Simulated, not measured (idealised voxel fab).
process module | voxel wiring stack
cross-section cut | 280 nm wide | cells 5 nm
A cross-section is a grid of square cells, given in bands from the top down. A band is one or more rows of cells.
Each band's line starts with the height of the band's top and of its bottom, in nm. Then come its materials from left to right, each with its width in nm. One material with "throughout" fills the band from edge to edge. "air" is empty space.
Height 0 is the level under which the wafer as received is all one material. The lowest band goes on downwards, as in "0 down".
A width such as "30 to 40" changes by the same amount from each row of cells to the next, from the band's top row to its bottom row.
"no change" after a step means that no cell of the cross-section changed.
closed voids: empty space of 8 cells or more with no open way to the top, each as width x height at its distance from the left edge, in nm
after a step's settings: what the simulator itself notes on the step
overlay nm, on a step with a mask: how far to the right of its planned place the mask lay; to the left if negative
plan
1 op RECEIVE | material Si
2 op CONFORMAL_DEP | material SiO2 | thk nm 10
3 op CONFORMAL_DEP | material SiN | thk nm 5
4 op DIRECTIONAL_DEP | material SiO2 | thk nm 10
5 op MASKED_ETCH | tone open | mask id METAL_1 | width nm 20 | pitch nm 40 | etch materials SiO2 | depth nm 20 | overlay nm 0
6 op MASKED_ETCH | tone open | mask id METAL_1 | width nm 20 | pitch nm 40 | etch materials SiN | depth nm 5 | overlay nm 0
7 op CONFORMAL_DEP | material TiN | thk nm 5
8 op FILL_DEP | material Ru | thk nm 10
9 op CMP | height nm 35
10 op CONFORMAL_DEP | material SiCN | thk nm 5
11 op DIRECTIONAL_DEP | material SiO2 | thk nm 15
12 op MASKED_ETCH | tone open | mask id PLUG_1 | width nm 15 | pitch nm 80 | etch materials SiO2 | depth nm 15 | overlay nm 0
13 op MASKED_ETCH | tone open | mask id PLUG_1 | width nm 15 | pitch nm 80 | etch materials SiCN | depth nm 5 | overlay nm 0
14 op CONFORMAL_DEP | material TiN | thk nm 5
15 op FILL_DEP | material W | thk nm 5
16 op CMP | height nm 55
17 op CONFORMAL_DEP | material SiN | thk nm 5
18 op DIRECTIONAL_DEP | material lowk | thk nm 20
19 op MASKED_ETCH | tone open | mask id METAL_2 | width nm 20 | pitch nm 40 | etch materials lowk | depth nm 20 | overlay nm 0
20 op MASKED_ETCH | tone open | mask id METAL_2 | width nm 20 | pitch nm 40 | etch materials SiN | depth nm 5 | overlay nm 0
21 op CONFORMAL_DEP | material TiN | thk nm 5
22 op FILL_DEP | material Cu | thk nm 5
23 op CMP | height nm 80
24 op CONFORMAL_DEP | material SiCN | thk nm 5
25 op DIRECTIONAL_DEP | material lowk | thk nm 35
26 op MASKED_ETCH | tone open | mask id METAL_3 | width nm 20 | pitch nm 40 | etch materials lowk | depth nm 20 | overlay nm 0
27 op DIRECTIONAL_DEP | material aC | thk nm 10
28 op PATTERN | tone open | mask id METAL_3_HOLES | material resist | width nm 15 | pitch nm 80 | thk nm 25 | overlay nm 0
29 op DIRECTIONAL_ETCH | etch materials aC | depth nm 10
30 op STRIP | etch materials resist
31 op DIRECTIONAL_ETCH | etch materials lowk | depth nm 15
32 op DIRECTIONAL_ETCH | etch materials SiCN | depth nm 5
33 op STRIP | etch materials aC
34 op CONFORMAL_DEP | material TiN | thk nm 5
35 op FILL_DEP | material Cu | thk nm 10
36 op CMP | height nm 120
37 op CONFORMAL_DEP | material SiN | thk nm 5
varied across the wafers: thk nm of step 4. The plan shows the first wafer's value. All wafers start alike
first wafer as received, after step 1
  0 down: Si throughout
  closed voids: none
each wafer at the end: cells of each material gained (+) or lost (-) since it was received, then its closed voids
thk nm 10 | +50 Cu | +74 Ru | +100 SiCN | +144 SiN | +350 SiO2 | +174 TiN | +6 W | +502 lowk | closed voids: none
thk nm 15 | +50 Cu | +24 Ru | +100 SiCN | +144 SiN | +394 SiO2 | +180 TiN | +6 W | +502 lowk | closed voids: none
thk nm 20 | +50 Cu | +24 Ru | +100 SiCN | +144 SiN | +438 SiO2 | +136 TiN | +6 W | +502 lowk | closed voids: none
thk nm 25 | +50 Cu | +12 Ru | +100 SiCN | +156 SiN | +450 SiO2 | +124 TiN | +6 W | +502 lowk | closed voids: none
thk nm 30 | +50 Cu | +6 Ru | +100 SiCN | +156 SiN | +462 SiO2 | +118 TiN | +6 W | +502 lowk | closed voids: none
thk nm 35 | +50 Cu | +100 SiCN | +156 SiN | +474 SiO2 | +112 TiN | +6 W | +502 lowk | closed voids: none
